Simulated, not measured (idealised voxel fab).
process module | voxel released beams
cross-section cut | 150 nm wide | cells 5 nm
A cross-section is a grid of square cells, given in bands from the top down. A band is one or more rows of cells.
Each band's line starts with the height of the band's top and of its bottom, in nm. Then come its materials from left to right, each with its width in nm. One material with "throughout" fills the band from edge to edge. "air" is empty space.
Height 0 is the level under which the wafer as received is all one material. The lowest band goes on downwards, as in "0 down".
A width such as "30 to 40" changes by the same amount from each row of cells to the next, from the band's top row to its bottom row.
"no change" after a step means that no cell of the cross-section changed.
closed voids: empty space of 8 cells or more with no open way to the top, each as width x height at its distance from the left edge, in nm
after a step's settings: what the simulator itself notes on the step
overlay nm, on a step with a mask: how far to the right of its planned place the mask lay; to the left if negative
plan
1 op RECEIVE | material Si
2 op CONFORMAL_DEP | material SiN | thk nm 10
3 op DIRECTIONAL_DEP | material SiO2 | thk nm 20
4 op DIRECTIONAL_DEP | material aC | thk nm 15
5 op PATTERN | tone open | mask id ANCHOR | material resist | width nm 25 | thk nm 30 | overlay nm 0
6 op DIRECTIONAL_ETCH | etch materials aC | depth nm 15
7 op STRIP | etch materials resist
8 op DIRECTIONAL_ETCH | etch materials SiO2 | depth nm 20
9 op STRIP | etch materials aC
10 op CONFORMAL_DEP | material TiN | thk nm 10
11 op MASKED_ETCH | tone cover | mask id BEAM | width nm 85 | etch materials TiN | depth nm 10 | overlay nm 0
12 op STRIP | etch materials SiO2
as received, after step 1
  0 down: Si throughout
  closed voids: none
first wafer at the end, as planned
  40 to 30: air 30 | TiN 15 | air 5 | TiN 65 | air 35
  30 to 20: air 35 | TiN 10 | air 5 | TiN 10 | air 90
  20 to 10: air 35 | TiN 25 | air 90
  10 to 0: SiN throughout
  0 down: Si throughout
  closed voids: none
second wafer at the end: like start, like plan, one mistake
  30 to 20: air 30 | TiN 15 | air 5 | TiN 65 | air 35
  20 to 10: air 35 | TiN 10 | air 5 | TiN 10 | air 90
  10 to 0: air 35 | TiN 25 | air 90
  0 down: Si throughout
  closed voids: none
what went wrong: step 2 was left out
at the end the second wafer has, in cells: 60 fewer of SiN
